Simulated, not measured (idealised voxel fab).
Name of the process module below: voxel ribs on slabs
For reference, the cross-section in this document is cut, with width 145 nm and square cells of 5 nm.
Just so we're on the same page, the cross-sections are grids of square cells, and they're listed out in bands top to bottom, each band one or more rows deep.
Heights first: top, then bottom, in nm. Then materials, left to right, each with a width in nm. "edge to edge" on a single material: fills the band edge to edge. "air": empty space.
Ref level 0: as-received wafer is one material below here. Bottom band extends down with no lower bound ("0 -> down").
Width: "30..40" (first number = top row, second number = bottom row, same change from row to row of cells).
You'll sometimes find "no change" written for a step, and that's the way of saying that nowhere in the cross-section did a cell change during that step.
The entry "Fully sealed voids" lists the empty spaces that cover at least 8 cells and have no open path to the top. Each is written as width x height at distance, where the distance is measured from the left edge and all three values are in nm.
It should be noted that, on the line of a given step, the content following the step's settings is a remark produced by the simulator itself with respect to that step.
overlay nm, on a step with a mask: how far to the right of its planned place the mask lay; to the left if negative
**plan**
| 1 | RECEIVE, material Si |
| 2 | DIRECTIONAL_DEP, material SiO2, thk nm 25 |
| 3 | DIRECTIONAL_DEP, material polySi, thk nm 25 |
| 4 | MASKED_ETCH, tone cover, mask id RIB, width nm 20, etch materials polySi, depth nm 10, overlay nm 0 |
| 5 | MASKED_ETCH, tone cover, mask id SLAB, width nm 70, etch materials polySi, depth nm 15, overlay nm -15 |
| 6 | FILL_DEP, material SiO2, thk nm 20 |
| 7 | CMP, height nm 65 |
| 8 | DIRECTIONAL_DEP, material W, thk nm 10 |
| 9 | DIRECTIONAL_DEP, material aC, thk nm 15 |
| 10 | PATTERN, tone cover, mask id HEATER, material resist, width nm 30, thk nm 30, overlay nm 0 |
| 11 | DIRECTIONAL_ETCH, etch materials aC, depth nm 15 |
| 12 | STRIP, etch materials resist |
| 13 | DIRECTIONAL_ETCH, etch materials W, depth nm 10 |
| 14 | STRIP, etch materials aC |
| 15 | CONFORMAL_DEP, material SiN, thk nm 10 |
Split variable: overlay nm, step 5. Plan value = first wafer. Wafers start alike.
**After step 1, as received: first of several wafers, cross-section**
> 0 -> down = Si edge to edge
> Fully sealed voids: none
**The figure below presents a cross-section of the first of several wafers at the conclusion of the module, following its last step, step 15**
> 85 -> 75 = 45 of air; 50 of SiN; 50 of air
> 75 -> 65 = 55 of SiN; 30 of W; 60 of SiN
> 65 -> 50 = SiO2 edge to edge
> 50 -> 40 = 60 of SiO2; 20 of polySi; 65 of SiO2
> 40 -> 25 = 20 of SiO2; 70 of polySi; 55 of SiO2
> 25 -> 0 = SiO2 edge to edge
> 0 -> down = Si edge to edge
> Fully sealed voids: none
**last wafer at the end**
> 85 -> 75 = 45 of air; 50 of SiN; 50 of air
> 75 -> 65 = 55 of SiN; 30 of W; 60 of SiN
> 65 -> 50 = SiO2 edge to edge
> 50 -> 40 = 60 of SiO2; 20 of polySi; 65 of SiO2
> 40 -> 25 = 50 of SiO2; 70 of polySi; 25 of SiO2
> 25 -> 0 = SiO2 edge to edge
> 0 -> down = Si edge to edge
> Fully sealed voids: none
**Basically each wafer gets a line in the table, showing it at the end of the module: material by material, the cells it gained (+) or lost (-) since we got it, then its closed voids**
overlay nm -15 | +66 SiN | +327 SiO2 | +12 W | +50 polySi | Fully sealed voids: none
overlay nm -10 | +66 SiN | +327 SiO2 | +12 W | +50 polySi | Fully sealed voids: none
overlay nm -5 | +66 SiN | +327 SiO2 | +12 W | +50 polySi | Fully sealed voids: none
overlay nm 0 | +66 SiN | +327 SiO2 | +12 W | +50 polySi | Fully sealed voids: none
overlay nm 5 | +66 SiN | +327 SiO2 | +12 W | +50 polySi | Fully sealed voids: none
overlay nm 10 | +66 SiN | +327 SiO2 | +12 W | +50 polySi | Fully sealed voids: none
overlay nm 15 | +66 SiN | +327 SiO2 | +12 W | +50 polySi | Fully sealed voids: none
